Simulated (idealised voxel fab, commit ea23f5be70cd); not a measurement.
process module | voxel air gaps
cross-section cut | 165 nm wide | cells 5 nm
A cross-section is a grid of square cells, given in bands from the top down. A band is one or more rows of cells.
Each band's line starts with the height of the band's top and of its bottom, in nm. Then come its materials from left to right, each with its width in nm. One material with "throughout" fills the band from edge to edge. "air" is empty space.
Height 0 is the level under which the wafer as received is all one material. The lowest band goes on downwards, as in "0 down".
A width such as "30 to 40" changes by the same amount from each row of cells to the next, from the band's top row to its bottom row.
"no change" after a step means that no cell of the cross-section changed.
closed voids: empty space of 8 cells or more with no open way to the top, each as width x height at its distance from the left edge, in nm
after a step's settings: what the simulator itself notes on the step
overlay nm, on a step with a mask: how far to the right of its planned place the mask lay; to the left if negative
plan
1 op RECEIVE | material Si
2 op CONFORMAL_DEP | material SiO2 | thk nm 10
3 op CONFORMAL_DEP | material SiN | thk nm 5
4 op DIRECTIONAL_DEP | material lowk | thk nm 35
5 op PATTERN | tone open | mask id LINES | material resist | width nm 15 | pitch nm 40 | thk nm 15 | overlay nm -15
6 op DIRECTIONAL_ETCH | etch materials lowk | depth nm 35
7 op STRIP | etch materials resist
8 op CONFORMAL_DEP | material TiN | thk nm 5
9 op FILL_DEP | material W | thk nm 5
10 op CMP | height nm 50
11 op EPI | material Ru | thk nm 10
12 op SELECTIVE_ETCH | etch materials lowk | depth nm 45
13 op CONFORMAL_DEP | material SiCN | thk nm 5
varied across the wafers: overlay nm of step 5. The plan shows the first wafer's value. All wafers start alike
first wafer as received, after step 1
  0 down: Si throughout
  closed voids: none
each wafer at the end: cells of each material gained (+) or lost (-) since it was received, then its closed voids
overlay nm -15 | +42 Ru | +103 SiCN | +33 SiN | +66 SiO2 | +45 TiN | +18 W | closed voids: 15 x 25 at 40; 15 x 25 at 80
overlay nm -10 | +42 Ru | +103 SiCN | +33 SiN | +66 SiO2 | +45 TiN | +18 W | closed voids: 15 x 25 at 45; 15 x 25 at 85
overlay nm -5 | +42 Ru | +103 SiCN | +33 SiN | +66 SiO2 | +45 TiN | +18 W | closed voids: 15 x 25 at 50; 15 x 25 at 90
overlay nm 0 | +42 Ru | +103 SiCN | +33 SiN | +66 SiO2 | +45 TiN | +18 W | closed voids: 15 x 25 at 55; 15 x 25 at 95
overlay nm 5 | +42 Ru | +103 SiCN | +33 SiN | +66 SiO2 | +45 TiN | +18 W | closed voids: 15 x 25 at 60; 15 x 25 at 100
overlay nm 10 | +42 Ru | +103 SiCN | +33 SiN | +66 SiO2 | +45 TiN | +18 W | closed voids: 15 x 25 at 65; 15 x 25 at 105
overlay nm 15 | +42 Ru | +103 SiCN | +33 SiN | +66 SiO2 | +45 TiN | +18 W | closed voids: 15 x 25 at 70; 15 x 25 at 110
